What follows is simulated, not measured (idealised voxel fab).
The process module that follows is named voxel released beams.
290 nm wide, 5 nm square cells: that's cross-section cut.
Reading order for cross-sections: top band down to bottom band. Underlying form: a grid of square cells. Band size: one or more rows of cells.
Each band's line starts with the height of the band's top and of its bottom, in nm. Then come its materials from left to right, each with its width in nm. One material with "throughout" fills the band from edge to edge. "air" is empty space.
Heights from 0 (as-received wafer is one material below). Bottom band endless downward, as "0..down".
Top row gets the first number, bottom row gets the second, and each row in between changes by the same step: that is how a band width like "30 to 40" works.
When a step is marked "no change occurred", none of the cells in the cross-section changed during that step.
Under "Closed void listing" you'll find the enclosed gaps, the ones with no way out to the top, that are 8 cells or bigger; each reads width x height at distance, with distance counted from the left edge, everything in nm.
Formally, on a step line, whatever follows the settings is a remark that the simulator itself makes on the step.
overlay nm: on a step with a mask, how far right of its planned place the mask lay; negative means left.
**Planned step list for the process**
1 RECEIVE,material Si
2 CONFORMAL_DEP,material SiN,thk nm 5
3 DIRECTIONAL_DEP,material SiO2,thk nm 10
4 MASKED_ETCH,tone open,mask id ANCHOR,width nm 30,etch materials SiO2,depth nm 10,overlay nm 0
5 CONFORMAL_DEP,material TiN,thk nm 10
6 MASKED_ETCH,tone cover,mask id BEAM,width nm 100,etch materials TiN,depth nm 10,overlay nm 0
7 STRIP,etch materials SiO2
**Received-state cross-section, reflecting completion of step 1**
    0..down  Si throughout
    Closed void listing: none
**Wafer cross-section at end of module: start and plan as shown above, one execution error**
    0..down  Si throughout
    Closed void listing: none
Error vs. plan: step 2 deviated from plan and actually ran as CONFORMAL_DEP,material SiO2,thk nm 5
